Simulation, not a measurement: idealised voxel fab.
The process module that follows is named voxel capacitor over wiring.
We display cut, a cross-section 255 nm in width whose square cells are each 5 nm.
How to read a cross-section here: the picture is a grid of square cells, written as bands going from the top down, and any band can span one or more rows of cells.
Quick guide to a band line: top height, bottom height (nm) up front; then every material left to right with its width in nm. Only one material and it's marked "edge to edge"? Then it fills the band edge to edge. And "air" just means empty space.
Below 0: as-received wafer, all one material; heights counted from there. Lowest band: no bottom, goes on down, written "from 0 down".
A width such as "30..40" changes by the same amount from each row of cells to the next, from the band's top row to its bottom row.
The designation "identical to before", where it is given for a processing step, indicates that no cell of the cross-section was altered in the course of that step.
The entry titled "Voids lacking openings" provides the empty spaces that have no open way to the top, restricted to those of 8 cells or more. Each is presented as width x height at distance, the distance being measured from the left edge, with all three in nm.
Whatever follows a step's settings on its line is a remark the simulator itself makes about that step.
On any step carrying a mask, the "overlay nm" setting, if present on the step's line, tells how far right of its planned place the mask lay; negative values point to the left.

## The steps planned for the process are as follows
- 1: RECEIVE: material Si
- 2: CONFORMAL_DEP: material SiO2, thk nm 15
- 3: DIRECTIONAL_DEP: material TiN, thk nm 5
- 4: DIRECTIONAL_DEP: material Ru, thk nm 15
- 5: PATTERN: tone cover, mask id METAL_1, material resist, width nm 30, pitch nm 95, thk nm 15, overlay nm 0
- 6: DIRECTIONAL_ETCH: etch materials Ru, depth nm 15
- 7: DIRECTIONAL_ETCH: etch materials TiN, depth nm 5
- 8: STRIP: etch materials resist
- 9: FILL_DEP: material lowk, thk nm 5
- 10: CMP: height nm 35
- 11: CONFORMAL_DEP: material SiCN, thk nm 5
- 12: DIRECTIONAL_DEP: material SiO2, thk nm 10
- 13: MASKED_ETCH: tone open, mask id PLUG_1, width nm 15, etch materials SiO2, depth nm 10, overlay nm 0
- 14: MASKED_ETCH: tone open, mask id PLUG_1, width nm 15, etch materials SiCN, depth nm 5, overlay nm 0
- 15: EPI: material Ru, thk nm 10
- 16: EPI: material Ru, thk nm 5
- 17: DIRECTIONAL_DEP: material TiN, thk nm 5
- 18: DIRECTIONAL_DEP: material HfO2, thk nm 5
- 19: DIRECTIONAL_DEP: material TiN, thk nm 5
- 20: DIRECTIONAL_DEP: material aC, thk nm 10
- 21: PATTERN: tone cover, mask id UPPER_PLATE, material resist, width nm 70, thk nm 25, overlay nm 0
- 22: DIRECTIONAL_ETCH: etch materials aC, depth nm 10
- 23: STRIP: etch materials resist
- 24: DIRECTIONAL_ETCH: etch materials TiN, depth nm 5
- 25: DIRECTIONAL_ETCH: etch materials HfO2, depth nm 5
- 26: STRIP: etch materials aC
- 27: PATTERN: tone cover, mask id LOWER_PLATE, material resist, width nm 80, thk nm 15, overlay nm 0
- 28: DIRECTIONAL_ETCH: etch materials TiN, depth nm 5
- 29: STRIP: etch materials resist
- 30: FILL_DEP: material SiO2, thk nm 15
- 31: CMP: height nm 75
- 32: PATTERN: tone open, mask id PLUG_2, material resist, width nm 15, thk nm 15, overlay nm 0
- 33: DIRECTIONAL_ETCH: etch materials SiO2, depth nm 10
- 34: STRIP: etch materials resist
- 35: CONFORMAL_DEP: material TiN, thk nm 5
- 36: FILL_DEP: material Cu, thk nm 10
- 37: CMP: height nm 75
- 38: CONFORMAL_DEP: material SiCN, thk nm 5
The plan's step 18 thk nm is the first wafer's value; the wafers differ in this setting and start identical.

## The as-received cross-section of the first of several wafers corresponds to the state after step 1
- from 0 down | Si edge to edge
- Voids lacking openings: none

## Cross-section of the first of several wafers once the module has run through its last step, step 38
- from 80 to 75 | SiCN edge to edge
- from 75 to 70 | SiO2 90, TiN 5, Cu 5, TiN 5, SiO2 150
- from 70 to 60 | SiO2 90..80, TiN 15..70, SiO2 150..105
- from 60 to 55 | SiO2 80, HfO2 70, SiO2 105
- from 55 to 50 | SiO2 75, TiN 80, SiO2 100
- from 50 to 40 | SiO2 80, Ru 15, SiO2 160
- from 40 to 35 | SiCN 80, Ru 15, SiCN 160
- from 35 to 20 | lowk 65, Ru 30, lowk 65, Ru 30, lowk 65
- from 20 to 15 | lowk 65, TiN 30, lowk 65, TiN 30, lowk 65
- from 15 to 0 | SiO2 edge to edge
- from 0 down | Si edge to edge
- Voids lacking openings: none

## Cross-sectional depiction of the last of several wafers upon completion of the module
- from 80 to 75 | SiCN edge to edge
- from 75 to 70 | SiO2 80, HfO2 70, SiO2 105
- from 70 to 55 | HfO2 edge to edge
- from 55 to 50 | TiN edge to edge
- from 50 to 40 | SiO2 80, Ru 15, SiO2 160
- from 40 to 35 | SiCN 80, Ru 15, SiCN 160
- from 35 to 20 | lowk 65, Ru 30, lowk 65, Ru 30, lowk 65
- from 20 to 15 | lowk 65, TiN 30, lowk 65, TiN 30, lowk 65
- from 15 to 0 | SiO2 edge to edge
- from 0 down | Si edge to edge
- Voids lacking openings: none

## So in this table every wafer gets its own row, and what you see is where it stands at the end of the module: for each material, how many cells it picked up (+) or gave up (-) since we received it, and after that its closed voids
thk nm 5, +1 Cu, +14 HfO2, +45 Ru, +99 SiCN, +454 SiO2, +47 TiN, +156 lowk, Voids lacking openings: none
thk nm 10, +65 HfO2, +45 Ru, +99 SiCN, +371 SiO2, +80 TiN, +156 lowk, Voids lacking openings: none
thk nm 15, +116 HfO2, +45 Ru, +99 SiCN, +323 SiO2, +77 TiN, +156 lowk, Voids lacking openings: none
thk nm 20, +167 HfO2, +45 Ru, +99 SiCN, +286 SiO2, +63 TiN, +156 lowk, Voids lacking openings: none
